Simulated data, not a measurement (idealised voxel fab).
process module | voxel capacitor over wiring
cross-section cut | 240 nm wide | cells 5 nm
A cross-section is a grid of square cells, given in bands from the top down. A band is one or more rows of cells.
Each band's line starts with the height of the band's top and of its bottom, in nm. Then come its materials from left to right, each with its width in nm. One material with "throughout" fills the band from edge to edge. "air" is empty space.
Height 0 is the level under which the wafer as received is all one material. The lowest band goes on downwards, as in "0 down".
A width such as "30 to 40" changes by the same amount from each row of cells to the next, from the band's top row to its bottom row.
"no change" after a step means that no cell of the cross-section changed.
closed voids: empty space of 8 cells or more with no open way to the top, each as width x height at its distance from the left edge, in nm
after a step's settings: what the simulator itself notes on the step
overlay nm, on a step with a mask: how far to the right of its planned place the mask lay; to the left if negative
plan
1 op RECEIVE | material Si
2 op CONFORMAL_DEP | material SiO2 | thk nm 10
3 op DIRECTIONAL_DEP | material TiN | thk nm 5
4 op DIRECTIONAL_DEP | material Ru | thk nm 15
5 op DIRECTIONAL_DEP | material aC | thk nm 15
6 op PATTERN | tone cover | mask id METAL_1 | material resist | width nm 30 | pitch nm 85 | thk nm 35 | overlay nm 0
7 op DIRECTIONAL_ETCH | etch materials aC | depth nm 15
8 op STRIP | etch materials resist
9 op DIRECTIONAL_ETCH | etch materials Ru | depth nm 15
10 op DIRECTIONAL_ETCH | etch materials TiN | depth nm 5
11 op STRIP | etch materials aC
12 op CONFORMAL_DEP | material SiCN | thk nm 5
13 op FILL_DEP | material lowk | thk nm 5
14 op CMP | height nm 30
15 op CONFORMAL_DEP | material SiCN | thk nm 5
16 op DIRECTIONAL_DEP | material SiO2 | thk nm 20
17 op MASKED_ETCH | tone open | mask id PLUG_1 | width nm 15 | etch materials SiO2 | depth nm 20 | overlay nm 0
18 op MASKED_ETCH | tone open | mask id PLUG_1 | width nm 15 | etch materials SiCN | depth nm 5 | overlay nm 0
19 op EPI | material Ru | thk nm 10
20 op EPI | material Ru | thk nm 10
21 op EPI | material Ru | thk nm 5
22 op DIRECTIONAL_DEP | material TiN | thk nm 10
23 op DIRECTIONAL_DEP | material Al2O3 | thk nm 5
24 op DIRECTIONAL_DEP | material TiN | thk nm 10
25 op DIRECTIONAL_DEP | material aC | thk nm 15
26 op PATTERN | tone cover | mask id UPPER_PLATE | material resist | width nm 60 | thk nm 30 | overlay nm 0
27 op DIRECTIONAL_ETCH | etch materials aC | depth nm 15
28 op STRIP | etch materials resist
29 op DIRECTIONAL_ETCH | etch materials TiN | depth nm 10
30 op DIRECTIONAL_ETCH | etch materials Al2O3 | depth nm 5
31 op STRIP | etch materials aC
32 op PATTERN | tone cover | mask id LOWER_PLATE | material resist | width nm 70 | thk nm 15 | overlay nm 0
33 op DIRECTIONAL_ETCH | etch materials TiN | depth nm 10
34 op STRIP | etch materials resist
35 op FILL_DEP | material SiO2 | thk nm 15
36 op CMP | height nm 90
37 op PATTERN | tone open | mask id PLUG_2 | material resist | width nm 15 | thk nm 20 | overlay nm 0
38 op DIRECTIONAL_ETCH | etch materials SiO2 | depth nm 10
39 op STRIP | etch materials resist
40 op CONFORMAL_DEP | material TiN | thk nm 5
41 op FILL_DEP | material W | thk nm 10
42 op CMP | height nm 90
43 op CONFORMAL_DEP | material SiN | thk nm 5
as received, after step 1
  0 down: Si throughout
  closed voids: none
a wafer at the end: this start, this plan, one mistake
  95 to 90: SiN throughout
  90 to 85: SiO2 85 | TiN 5 | W 5 | TiN 5 | SiO2 140
  85 to 80: SiO2 85 | TiN 15 | SiO2 140
  80 to 70: SiO2 75 | TiN 15 | SiO2 150
  70 to 65: SiO2 75 | Al2O3 15 | SiO2 150
  65 to 55: SiO2 75 | TiN 15 to 60 | SiO2 150 to 105
  55 to 50: SiO2 90 | TiN 45 | SiO2 105
  50 to 45: SiO2 90 | Al2O3 45 | SiO2 105
  45 to 35: SiO2 70 | TiN 5 | SiO2 15 | TiN 50 | SiO2 100
  35 to 30: SiCN throughout
  30 to 15: lowk 55 | SiCN 5 | Ru 30 | SiCN 5 | lowk 45 | SiCN 5 | Ru 30 | SiCN 5 | lowk 60
  15 to 10: SiCN 60 | TiN 30 | SiCN 55 | TiN 30 | SiCN 65
  10 to 0: SiO2 throughout
  0 down: Si throughout
  closed voids: none
what went wrong: step 17 ran as: op MASKED_ETCH | tone cover | mask id PLUG_1 | width nm 15 | etch materials SiO2 | depth nm 20 | overlay nm 0
